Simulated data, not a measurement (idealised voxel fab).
You're looking at the process module voxel self aligned vias.
The width of the displayed cross-section, cut, is 285 nm; its cells are square, with a size of 5 nm.
We lay out every cross-section as a grid of square cells and spell it out in bands from the top down, where one band means one or more rows of cells.
Look at the band entry: it leads with the top's height and the bottom's height in nm. Then it lists the materials left to right, with a width in nm for each. The word "edge to edge" on a single material says that material fills the band edge to edge. The word "empty" is empty space.
Convention: height 0 is the level below which the wafer, as received, is all one material. The lowest band does not terminate at the bottom but continues downward, represented as "0 down".
A width such as "30..40" changes by the same amount from each row of cells to the next, from the band's top row to its bottom row.
Step marked "no alterations made"? Then no cell in the cross-section changed in it.
In "Trapped cavities" the enclosed voids are listed, meaning empty spaces of 8 cells or larger without any opening to the top. The form is width x height at distance, distance from the left edge, units nm.
Whatever follows a step's settings on its line is a remark the simulator itself makes about that step.
The optional step-line setting "overlay nm" applies to steps with a mask and quantifies how far to the right of its planned location the mask lay, a negative value indicating leftward placement.

### The steps planned for the process are as follows
1,RECEIVE with material Si
2,CONFORMAL_DEP with material SiO2, thk nm 15
3,CONFORMAL_DEP with material SiCN, thk nm 5
4,DIRECTIONAL_DEP with material lowk, thk nm 30
5,PATTERN with tone open, mask id LINES, material resist, width nm 20, pitch nm 65, thk nm 15, overlay nm 0
6,DIRECTIONAL_ETCH with etch materials lowk, depth nm 30
7,STRIP with etch materials resist
8,CONFORMAL_DEP with material TiN, thk nm 5
9,FILL_DEP with material W, thk nm 5
10,CMP with height nm 50
11,SELECTIVE_ETCH with etch materials W Ru TiN, depth nm 5
12,FILL_DEP with material SiN, thk nm 5
13,CMP with height nm 50
14,DIRECTIONAL_DEP with material lowk, thk nm 15
15,MASKED_ETCH with tone open, mask id VIAS, width nm 40, etch materials lowk, depth nm 15, overlay nm 0
16,MASKED_ETCH with tone open, mask id VIAS, width nm 40, etch materials SiN, depth nm 5, overlay nm 0
17,CONFORMAL_DEP with material TiN, thk nm 5
18,FILL_DEP with material Cu, thk nm 5
19,CMP with height nm 65
20,CONFORMAL_DEP with material SiN, thk nm 5

### First wafer of two (run as planned)

### Cross-section, incoming material, after step 1
0 down  Si edge to edge
Trapped cavities: none

### Step 2 done - wafer cross-section
15 to 0  SiO2 edge to edge
Everything below 0 is unchanged.

### Step 3 done - wafer cross-section
20 to 15  SiCN edge to edge
Everything below 15 is unchanged.

### Step 4 done - wafer cross-section
50 to 20  lowk edge to edge
Everything below 20 is unchanged.

### Step 5 done - wafer cross-section
65 to 50  100 resist; 20 empty; 45 resist; 20 empty; 100 resist
Everything below 50 is unchanged.

### Step 6 done - wafer cross-section
65 to 50  100 resist; 20 empty; 45 resist; 20 empty; 100 resist
50 to 20  100 lowk; 20 empty; 45 lowk; 20 empty; 100 lowk
Everything below 20 is unchanged.

### Step 7 done - wafer cross-section
50 to 20  100 lowk; 20 empty; 45 lowk; 20 empty; 100 lowk
Everything below 20 is unchanged.

### Step 8 done - wafer cross-section
55 to 50  105 TiN; 10 empty; 55 TiN; 10 empty; 105 TiN
50 to 25  100 lowk; 5 TiN; 10 empty; 5 TiN; 45 lowk; 5 TiN; 10 empty; 5 TiN; 100 lowk
25 to 20  100 lowk; 20 TiN; 45 lowk; 20 TiN; 100 lowk
Everything below 20 is unchanged.

### Step 9 done - wafer cross-section
60 to 55  W edge to edge
55 to 50  105 TiN; 10 W; 55 TiN; 10 W; 105 TiN
50 to 25  100 lowk; 5 TiN; 10 W; 5 TiN; 45 lowk; 5 TiN; 10 W; 5 TiN; 100 lowk
Everything below 25 is unchanged.

### Step 10 done - wafer cross-section
50 to 25  100 lowk; 5 TiN; 10 W; 5 TiN; 45 lowk; 5 TiN; 10 W; 5 TiN; 100 lowk
Everything below 25 is unchanged.

### Step 11 done - wafer cross-section
50 to 45  100 lowk; 20 empty; 45 lowk; 20 empty; 100 lowk
Everything below 45 is unchanged.

### Step 12 done - wafer cross-section
55 to 50  SiN edge to edge
50 to 45  100 lowk; 20 SiN; 45 lowk; 20 SiN; 100 lowk
Everything below 45 is unchanged.

### Step 13 done - wafer cross-section
50 to 45  100 lowk; 20 SiN; 45 lowk; 20 SiN; 100 lowk
Everything below 45 is unchanged.

### Step 14 done - wafer cross-section
65 to 50  lowk edge to edge
Everything below 50 is unchanged.

### Step 15 done - wafer cross-section
65 to 50  90 lowk; 40 empty; 155 lowk
Everything below 50 is unchanged.

### Step 16 done - wafer cross-section
65 to 50  90 lowk; 40 empty; 155 lowk
50 to 45  100 lowk; 20 empty; 45 lowk; 20 SiN; 100 lowk
Everything below 45 is unchanged.

### Step 17 done - wafer cross-section
70 to 65  95 TiN; 30 empty; 160 TiN
65 to 55  90 lowk; 5 TiN; 30 empty; 5 TiN; 155 lowk
55 to 50  90 lowk; 15 TiN; 10 empty; 15 TiN; 155 lowk
50 to 45  100 lowk; 20 TiN; 45 lowk; 20 SiN; 100 lowk
Everything below 45 is unchanged.

### Step 18 done - wafer cross-section
75 to 70  Cu edge to edge
70 to 65  95 TiN; 30 Cu; 160 TiN
65 to 55  90 lowk; 5 TiN; 30 Cu; 5 TiN; 155 lowk
55 to 50  90 lowk; 15 TiN; 10 Cu; 15 TiN; 155 lowk
Everything below 50 is unchanged.

### Step 19 done - wafer cross-section
65 to 55  90 lowk; 5 TiN; 30 Cu; 5 TiN; 155 lowk
Everything below 55 is unchanged.

### Step 20 done - wafer cross-section
70 to 65  SiN edge to edge
Everything below 65 is unchanged.

### Second wafer, same starting conditions and recipe as the first, one mistake in executing it, nothing differs from the first up to and including step 19

### Second wafer, section view, time point: scheduled end of step 20
70 to 65  SiO2 edge to edge
Everything below 65 is unchanged.
It is concluded that the wafer was processed incorrectly with respect to the plan, in that planned and actual differ for step 20; actual: CONFORMAL_DEP with material SiO2, thk nm 5
Wafer comparison, final, in cells, second relative to first, materials more or fewer: SiN: 57 fewer | SiO2: 57 more
